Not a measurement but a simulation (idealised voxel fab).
process module | voxel self aligned vias
cross-section cut | 240 nm wide | cells 5 nm
A cross-section is a grid of square cells, given in bands from the top down. A band is one or more rows of cells.
Each band's line starts with the height of the band's top and of its bottom, in nm. Then come its materials from left to right, each with its width in nm. One material with "throughout" fills the band from edge to edge. "air" is empty space.
Height 0 is the level under which the wafer as received is all one material. The lowest band goes on downwards, as in "0 down".
A width such as "30 to 40" changes by the same amount from each row of cells to the next, from the band's top row to its bottom row.
"no change" after a step means that no cell of the cross-section changed.
closed voids: empty space of 8 cells or more with no open way to the top, each as width x height at its distance from the left edge, in nm
after a step's settings: what the simulator itself notes on the step
overlay nm, on a step with a mask: how far to the right of its planned place the mask lay; to the left if negative
plan
1 op RECEIVE | material Si
2 op CONFORMAL_DEP | material SiO2 | thk nm 10
3 op CONFORMAL_DEP | material SiCN | thk nm 5
4 op DIRECTIONAL_DEP | material lowk | thk nm 25
5 op PATTERN | tone open | mask id LINES | material resist | width nm 25 | pitch nm 60 | thk nm 20 | overlay nm 0
6 op DIRECTIONAL_ETCH | etch materials lowk | depth nm 25
7 op STRIP | etch materials resist
8 op CONFORMAL_DEP | material TiN | thk nm 5
9 op FILL_DEP | material W | thk nm 5
10 op CMP | height nm 40
11 op SELECTIVE_ETCH | etch materials W Ru TiN | depth nm 10
12 op FILL_DEP | material SiN | thk nm 10
13 op CMP | height nm 40
14 op DIRECTIONAL_DEP | material lowk | thk nm 20
15 op DIRECTIONAL_DEP | material aC | thk nm 10
16 op PATTERN | tone open | mask id VIAS | material resist | width nm 45 | pitch nm 120 | thk nm 30 | overlay nm 0
17 op DIRECTIONAL_ETCH | etch materials aC | depth nm 10
18 op STRIP | etch materials resist
19 op DIRECTIONAL_ETCH | etch materials lowk | depth nm 20
20 op DIRECTIONAL_ETCH | etch materials SiN | depth nm 10
21 op STRIP | etch materials aC
22 op CONFORMAL_DEP | material TiN | thk nm 5
23 op FILL_DEP | material Cu | thk nm 5
24 op CMP | height nm 60
25 op CONFORMAL_DEP | material SiN | thk nm 5
as received, after step 1
  0 down: Si throughout
  closed voids: none
first wafer at the end, as planned
  65 to 60: SiN throughout
  60 to 45: lowk 35 | TiN 5 | Cu 35 | TiN 5 | lowk 75 | TiN 5 | Cu 35 | TiN 5 | lowk 40
  45 to 40: lowk 35 | TiN 15 | Cu 15 | TiN 15 | lowk 75 | TiN 15 | Cu 15 | TiN 15 | lowk 40
  40 to 35: lowk 45 | TiN 5 | Cu 15 | TiN 5 | lowk 35 | SiN 25 | lowk 35 | TiN 5 | Cu 15 | TiN 5 | lowk 50
  35 to 30: lowk 45 | TiN 25 | lowk 35 | SiN 25 | lowk 35 | TiN 25 | lowk 50
  30 to 20: lowk 45 | TiN 5 | W 15 | TiN 5 | lowk 35 | TiN 5 | W 15 | TiN 5 | lowk 35 | TiN 5 | W 15 | TiN 5 | lowk 50
  20 to 15: lowk 45 | TiN 25 | lowk 35 | TiN 25 | lowk 35 | TiN 25 | lowk 50
  15 to 10: SiCN throughout
  10 to 0: SiO2 throughout
  0 down: Si throughout
  closed voids: none
second wafer at the end: like start, like plan, one mistake
  65 to 60: SiN throughout
  60 to 45: lowk 35 | TiN 5 | Cu 35 | TiN 5 | lowk 75 | TiN 5 | Cu 35 | TiN 5 | lowk 40
  45 to 40: lowk 35 | TiN 25 | Cu 15 | TiN 5 | lowk 75 | TiN 25 | Cu 15 | TiN 5 | lowk 40
  40 to 35: lowk 55 | TiN 5 | Cu 15 | TiN 5 | lowk 35 | SiN 25 | lowk 35 | TiN 5 | Cu 15 | TiN 5 | lowk 40
  35 to 30: lowk 55 | TiN 25 | lowk 35 | SiN 25 | lowk 35 | TiN 25 | lowk 40
  30 to 20: lowk 55 | TiN 5 | W 15 | TiN 5 | lowk 35 | TiN 5 | W 15 | TiN 5 | lowk 35 | TiN 5 | W 15 | TiN 5 | lowk 40
  20 to 15: lowk 55 | TiN 25 | lowk 35 | TiN 25 | lowk 35 | TiN 25 | lowk 40
  15 to 10: SiCN throughout
  10 to 0: SiO2 throughout
  0 down: Si throughout
  closed voids: none
what went wrong: step 5 ran as: op PATTERN | tone open | mask id LINES | material resist | width nm 25 | pitch nm 60 | thk nm 20 | overlay nm 10
at the end the second wafer has, in cells: as many of each material as the first, in other places
